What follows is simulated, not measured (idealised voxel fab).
process module | voxel transistor to metal
cross-section cut | 285 nm wide | cells 5 nm
A cross-section is a grid of square cells, given in bands from the top down. A band is one or more rows of cells.
Each band's line starts with the height of the band's top and of its bottom, in nm. Then come its materials from left to right, each with its width in nm. One material with "throughout" fills the band from edge to edge. "air" is empty space.
Height 0 is the level under which the wafer as received is all one material. The lowest band goes on downwards, as in "0 down".
A width such as "30 to 40" changes by the same amount from each row of cells to the next, from the band's top row to its bottom row.
"no change" after a step means that no cell of the cross-section changed.
closed voids: empty space of 8 cells or more with no open way to the top, each as width x height at its distance from the left edge, in nm
after a step's settings: what the simulator itself notes on the step
overlay nm, on a step with a mask: how far to the right of its planned place the mask lay; to the left if negative
plan
1 op RECEIVE | material Si
2 op CONFORMAL_DEP | material SiO2 | thk nm 5
3 op CONFORMAL_DEP | material SiN | thk nm 15
4 op PATTERN | tone cover | mask id ACTIVE | material resist | width nm 110 | pitch nm 140 | thk nm 15 | overlay nm 0
5 op DIRECTIONAL_ETCH | etch materials SiN | depth nm 15
6 op DIRECTIONAL_ETCH | etch materials SiO2 | depth nm 5
7 op DIRECTIONAL_ETCH | etch materials Si | depth nm 25
8 op STRIP | etch materials resist
9 op FILL_DEP | material SiO2 | thk nm 15
10 op CMP | height nm 20
11 op SELECTIVE_ETCH | etch materials SiO2 | depth nm 10
12 op STRIP | etch materials SiN
13 op SELECTIVE_ETCH | etch materials SiO2 | depth nm 5
14 op OXIDIZE | depth nm 5
15 op DIRECTIONAL_DEP | material polySi | thk nm 20
16 op DIRECTIONAL_DEP | material SiCN | thk nm 15
17 op MASKED_ETCH | tone cover | mask id GATE | width nm 20 | pitch nm 140 | etch materials SiCN | depth nm 25 | overlay nm 0
18 op MASKED_ETCH | tone cover | mask id GATE | width nm 20 | pitch nm 140 | etch materials polySi | depth nm 30 | overlay nm 0
19 op CONFORMAL_DEP | material SiN | thk nm 10
20 op DIRECTIONAL_ETCH | etch materials SiN | depth nm 10
21 op DIRECTIONAL_ETCH | etch materials SiO2 | depth nm 5
22 op DIRECTIONAL_ETCH | etch materials Si | depth nm 5
23 op EPI | material nSi | thk nm 10
24 op FILL_DEP | material SiO2 | thk nm 5
25 op CMP | height nm 35
26 op DIRECTIONAL_DEP | material SiO2 | thk nm 15
27 op DIRECTIONAL_DEP | material aC | thk nm 15
28 op PATTERN | tone open | mask id CONTACT | material resist | width nm 20 | pitch nm 70 | thk nm 30 | overlay nm -10
29 op DIRECTIONAL_ETCH | etch materials aC | depth nm 15
30 op STRIP | etch materials resist
31 op DIRECTIONAL_ETCH | etch materials SiO2 | depth nm 50
32 op STRIP | etch materials aC
33 op CONFORMAL_DEP | material TiN | thk nm 5
34 op FILL_DEP | material Ru | thk nm 5
35 op CMP | height nm 50
36 op DIRECTIONAL_DEP | material TiN | thk nm 5
37 op DIRECTIONAL_DEP | material W | thk nm 25
38 op PATTERN | tone cover | mask id METAL_1 | material resist | width nm 20 | pitch nm 70 | thk nm 20 | overlay nm 0
39 op DIRECTIONAL_ETCH | etch materials W | depth nm 25
40 op DIRECTIONAL_ETCH | etch materials TiN | depth nm 5
41 op STRIP | etch materials resist
42 op CONFORMAL_DEP | material SiN | thk nm 5
43 op FILL_DEP | material lowk | thk nm 5
44 op CMP | height nm 80
45 op CONFORMAL_DEP | material SiCN | thk nm 5
varied across the wafers: overlay nm of step 28. The plan shows the first wafer's value. All wafers start alike
first wafer as received, after step 1
  0 down: Si throughout
  closed voids: none
first wafer at the end, after step 45
  85 to 80: SiCN throughout
  80 to 55: lowk 20 | SiN 5 | W 20 | SiN 5 | lowk 40 | SiN 5 | W 20 | SiN 5 | lowk 40 | SiN 5 | W 20 | SiN 5 | lowk 40 | SiN 5 | W 20 | SiN 5 | lowk 25
  55 to 50: SiN 25 | TiN 20 | SiN 50 | TiN 20 | SiN 50 | TiN 20 | SiN 50 | TiN 20 | SiN 30
  50 to 40: SiO2 15 | TiN 5 | Ru 10 | TiN 5 | SiO2 50 | TiN 5 | Ru 10 | TiN 5 | SiO2 50 | TiN 5 | Ru 10 | TiN 5 | SiO2 50 | TiN 5 | Ru 10 | TiN 5 | SiO2 40
  40 to 35: SiO2 15 | TiN 5 | Ru 10 | TiN 5 | SiO2 50 | TiN 10 | Ru 5 | TiN 5 | SiO2 50 | TiN 5 | Ru 10 | TiN 5 | SiO2 50 | TiN 10 | Ru 5 | TiN 5 | SiO2 40
  35 to 20: SiO2 15 | TiN 5 | Ru 10 | TiN 5 | SiO2 15 | SiN 10 | SiCN 20 | SiN 10 | TiN 5 | Ru 5 | TiN 5 | SiO2 50 | TiN 5 | Ru 10 | TiN 5 | SiO2 15 | SiN 10 | SiCN 20 | SiN 10 | TiN 5 | Ru 5 | TiN 5 | SiO2 40
  20 to 10: SiO2 15 | TiN 5 | Ru 10 | TiN 5 | SiO2 15 | SiN 10 | polySi 20 | SiN 10 | TiN 5 | Ru 5 | TiN 5 | SiO2 50 | TiN 5 | Ru 10 | TiN 5 | SiO2 15 | SiN 10 | polySi 20 | SiN 10 | TiN 5 | Ru 5 | TiN 5 | SiO2 40
  10 to 5: SiO2 15 | TiN 20 | SiO2 15 | SiN 10 | polySi 20 | SiN 10 | TiN 15 | SiO2 50 | TiN 20 | SiO2 15 | SiN 10 | polySi 20 | SiN 10 | TiN 15 | SiO2 40
  5 to 0: SiO2 10 | SiN 10 | nSi 10 | TiN 5 | SiO2 5 | nSi 10 | SiN 10 | polySi 20 | SiN 10 | nSi 10 | TiN 5 | SiO2 5 | nSi 10 | SiN 10 | SiO2 20 | SiN 10 | nSi 10 | TiN 5 | SiO2 5 | nSi 10 | SiN 10 | polySi 20 | SiN 10 | nSi 10 | TiN 5 | SiO2 5 | nSi 10 | SiN 10 | SiO2 15
  0 to -5: SiO2 20 | nSi 30 | SiO2 40 | nSi 30 | SiO2 40 | nSi 30 | SiO2 40 | nSi 30 | SiO2 25
  -5 to -10: SiO2 15 | Si 5 | nSi 30 | Si 40 | nSi 30 | Si 5 | SiO2 30 | Si 5 | nSi 30 | Si 40 | nSi 30 | Si 5 | SiO2 20
  -10 to -25: SiO2 15 | Si 110 | SiO2 30 | Si 110 | SiO2 20
  -25 down: Si throughout
  closed voids: none
last wafer at the end
  85 to 80: SiCN throughout
  80 to 55: lowk 20 | SiN 5 | W 20 | SiN 5 | lowk 40 | SiN 5 | W 20 | SiN 5 | lowk 40 | SiN 5 | W 20 | SiN 5 | lowk 40 | SiN 5 | W 20 | SiN 5 | lowk 25
  55 to 50: SiN 25 | TiN 20 | SiN 50 | TiN 20 | SiN 50 | TiN 20 | SiN 50 | TiN 20 | SiN 30
  50 to 40: SiO2 40 | TiN 5 | Ru 10 | TiN 5 | SiO2 50 | TiN 5 | Ru 10 | TiN 5 | SiO2 50 | TiN 5 | Ru 10 | TiN 5 | SiO2 50 | TiN 5 | Ru 10 | TiN 5 | SiO2 15
  40 to 35: SiO2 40 | TiN 20 | SiO2 50 | TiN 5 | Ru 10 | TiN 5 | SiO2 50 | TiN 20 | SiO2 50 | TiN 5 | Ru 10 | TiN 5 | SiO2 15
  35 to 20: SiO2 40 | TiN 10 | SiN 10 | SiCN 20 | SiN 10 | SiO2 20 | TiN 5 | Ru 10 | TiN 5 | SiO2 50 | TiN 10 | SiN 10 | SiCN 20 | SiN 10 | SiO2 20 | TiN 5 | Ru 10 | TiN 5 | SiO2 15
  20 to 10: SiO2 40 | TiN 10 | SiN 10 | polySi 20 | SiN 10 | SiO2 20 | TiN 5 | Ru 10 | TiN 5 | SiO2 50 | TiN 10 | SiN 10 | polySi 20 | SiN 10 | SiO2 20 | TiN 5 | Ru 10 | TiN 5 | SiO2 15
  10 to 5: SiO2 40 | TiN 10 | SiN 10 | polySi 20 | SiN 10 | SiO2 20 | TiN 20 | SiO2 50 | TiN 10 | SiN 10 | polySi 20 | SiN 10 | SiO2 20 | TiN 20 | SiO2 15
  5 to 0: SiO2 10 | SiN 10 | nSi 10 | SiO2 10 | nSi 10 | SiN 10 | polySi 20 | SiN 10 | nSi 10 | SiO2 10 | nSi 10 | SiN 10 | SiO2 20 | SiN 10 | nSi 10 | SiO2 10 | nSi 10 | SiN 10 | polySi 20 | SiN 10 | nSi 10 | SiO2 10 | nSi 10 | SiN 10 | SiO2 15
  0 to -5: SiO2 20 | nSi 30 | SiO2 40 | nSi 30 | SiO2 40 | nSi 30 | SiO2 40 | nSi 30 | SiO2 25
  -5 to -10: SiO2 15 | Si 5 | nSi 30 | Si 40 | nSi 30 | Si 5 | SiO2 30 | Si 5 | nSi 30 | Si 40 | nSi 30 | Si 5 | SiO2 20
  -10 to -25: SiO2 15 | Si 110 | SiO2 30 | Si 110 | SiO2 20
  -25 down: Si throughout
  closed voids: none
each wafer at the end: cells of each material gained (+) or lost (-) since it was received, then its closed voids
overlay nm -10 | +52 Ru | -133 Si | +81 SiCN | +145 SiN | +383 SiO2 | +100 TiN | +80 W | +165 lowk | +64 nSi | +32 polySi | closed voids: none
overlay nm -5 | +64 Ru | -133 Si | +81 SiCN | +145 SiN | +367 SiO2 | +104 TiN | +80 W | +165 lowk | +64 nSi | +32 polySi | closed voids: none
overlay nm 0 | +64 Ru | -133 Si | +81 SiCN | +145 SiN | +367 SiO2 | +104 TiN | +80 W | +165 lowk | +64 nSi | +32 polySi | closed voids: none
overlay nm 5 | +64 Ru | -133 Si | +81 SiCN | +145 SiN | +367 SiO2 | +104 TiN | +80 W | +165 lowk | +64 nSi | +32 polySi | closed voids: none
overlay nm 10 | +52 Ru | -133 Si | +81 SiCN | +145 SiN | +383 SiO2 | +100 TiN | +80 W | +165 lowk | +64 nSi | +32 polySi | closed voids: none
overlay nm 15 | +40 Ru | -133 Si | +81 SiCN | +145 SiN | +399 SiO2 | +96 TiN | +80 W | +165 lowk | +64 nSi | +32 polySi | closed voids: none
